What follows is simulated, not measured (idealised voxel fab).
The process module presented herein is designated voxel transistor to metal.
Square cell edge 5 nm, section width 200 nm, ID cut.
In this document a cross-section is written as a grid of square cells. It is given as a series of bands, listed from the top down, and a band is one or more rows of cells. A band entry consists of two parts. The first gives the height of the band's top and the height of its bottom, in nm. The rest lists the band's materials from left to right, each with its width in nm. A single material labelled with the word "throughout" fills the band from edge to edge, and the word "air" marks empty space. We count height from 0. Below that, the starting wafer is all one material. The lowest band never ends at the bottom but goes on down; see "top 0, no bottom" for how that is written. The two numbers in a width such as "30 to 40" mark its ends across the band: the first belongs to the top row of cells, the second to the bottom row, and from each row to the next the width moves by the same amount. "no change occurred" means the step left every cell of the cross-section as it was. Each empty space that has no open way to the top and spans at least 8 cells appears under "Sealed cavities" as width x height at distance, the distance counted from the left edge, all in nm. What comes after the settings on a step's line is commentary from the simulator itself on that step. overlay nm: mask offset rightward from planned place, masked step; negative means leftward offset.

Here's what the planned process steps look like
1 RECEIVE, material Si
2 OXIDIZE, depth nm 5
3 CONFORMAL_DEP, material SiN, thk nm 15
4 MASKED_ETCH, tone cover, mask id ACTIVE, width nm 105, etch materials SiN, depth nm 15, overlay nm 0
5 MASKED_ETCH, tone cover, mask id ACTIVE, width nm 105, etch materials SiO2, depth nm 5, overlay nm 0
6 MASKED_ETCH, tone cover, mask id ACTIVE, width nm 105, etch materials Si, depth nm 25, overlay nm 0
7 FILL_DEP, material SiO2, thk nm 5
8 CMP, height nm 15
9 SELECTIVE_ETCH, etch materials SiO2, depth nm 15
10 STRIP, etch materials SiN
11 SELECTIVE_ETCH, etch materials SiO2, depth nm 5
12 OXIDIZE, depth nm 5
13 DIRECTIONAL_DEP, material polySi, thk nm 20
14 DIRECTIONAL_DEP, material SiCN, thk nm 15
15 PATTERN, tone cover, mask id GATE, material resist, width nm 25, thk nm 15, overlay nm 0
16 DIRECTIONAL_ETCH, etch materials SiCN, depth nm 25
17 DIRECTIONAL_ETCH, etch materials polySi, depth nm 30
18 STRIP, etch materials resist
19 CONFORMAL_DEP, material SiN, thk nm 10
20 DIRECTIONAL_ETCH, etch materials SiN, depth nm 10
21 DIRECTIONAL_ETCH, etch materials SiO2, depth nm 5
22 DIRECTIONAL_ETCH, etch materials Si, depth nm 5
23 EPI, material pSi, thk nm 5
24 FILL_DEP, material SiO2, thk nm 5
25 CMP, height nm 15
26 STRIP, etch materials polySi
27 SELECTIVE_ETCH, etch materials SiO2, depth nm 5
28 CONFORMAL_DEP, material HfO2, thk nm 5
29 CONFORMAL_DEP, material TiN, thk nm 5
30 FILL_DEP, material W, thk nm 10
31 CMP, height nm 10
32 DIRECTIONAL_DEP, material SiO2, thk nm 15
33 MASKED_ETCH, tone open, mask id CONTACT, width nm 15, pitch nm 80, etch materials SiO2, depth nm 35, overlay nm 0
34 CONFORMAL_DEP, material TiN, thk nm 5
35 FILL_DEP, material W, thk nm 10
36 CMP, height nm 25
37 CONFORMAL_DEP, material SiN, thk nm 5
38 DIRECTIONAL_DEP, material lowk, thk nm 25
39 DIRECTIONAL_DEP, material aC, thk nm 10
40 PATTERN, tone open, mask id METAL_1, material resist, width nm 15, pitch nm 80, thk nm 30, overlay nm 0
41 DIRECTIONAL_ETCH, etch materials aC, depth nm 10
42 STRIP, etch materials resist
43 DIRECTIONAL_ETCH, etch materials lowk, depth nm 25
44 DIRECTIONAL_ETCH, etch materials SiN, depth nm 5
45 STRIP, etch materials aC
46 CONFORMAL_DEP, material TiN, thk nm 5
47 FILL_DEP, material Ru, thk nm 5
48 CMP, height nm 55
49 CONFORMAL_DEP, material SiN, thk nm 5

So this is the incoming wafer in cross-section - it's already been through step 1
  top 0, no bottom: Si throughout
  Sealed cavities: none

Final wafer profile in cross-section after the module, from the same start and plan as above, with one mistake made during processing
  top 60, bottom 55: SiN throughout
  top 55, bottom 30: HfO2 throughout
  top 30, bottom 25: SiN throughout
  top 25, bottom 10: SiO2 (50) | TiN (5) | W (5) | TiN (5) | SiO2 (65) | TiN (5) | W (5) | TiN (5) | SiO2 (55)
  top 10, bottom 0: SiO2 (50) | TiN (5) | W (5) | TiN (5) | SiO2 (10) | SiN (10) | HfO2 (5) | TiN (5) | W (5) | TiN (5) | HfO2 (5) | SiN (10) | SiO2 (10) | TiN (5) | W (5) | TiN (5) | SiO2 (55)
  top 0, bottom -5: SiO2 (50) | TiN (5) | W (5) | TiN (5) | SiO2 (10) | SiN (10) | HfO2 (5) | TiN (15) | HfO2 (5) | SiN (10) | SiO2 (10) | TiN (5) | W (5) | TiN (5) | SiO2 (55)
  top -5, bottom -10: SiO2 (50) | TiN (15) | SiO2 (5) | pSi (5) | SiO2 (5) | HfO2 (35) | SiO2 (5) | pSi (5) | SiO2 (5) | TiN (15) | SiO2 (55)
  top -10, bottom -15: SiO2 (45) | pSi (30) | Si (45) | pSi (30) | SiO2 (50)
  top -15, bottom -30: SiO2 (45) | Si (105) | SiO2 (50)
  top -30, no bottom: Si throughout
  Sealed cavities: none
What went wrong in running the wafer? step 38 ran as: DIRECTIONAL_DEP, material HfO2, thk nm 25
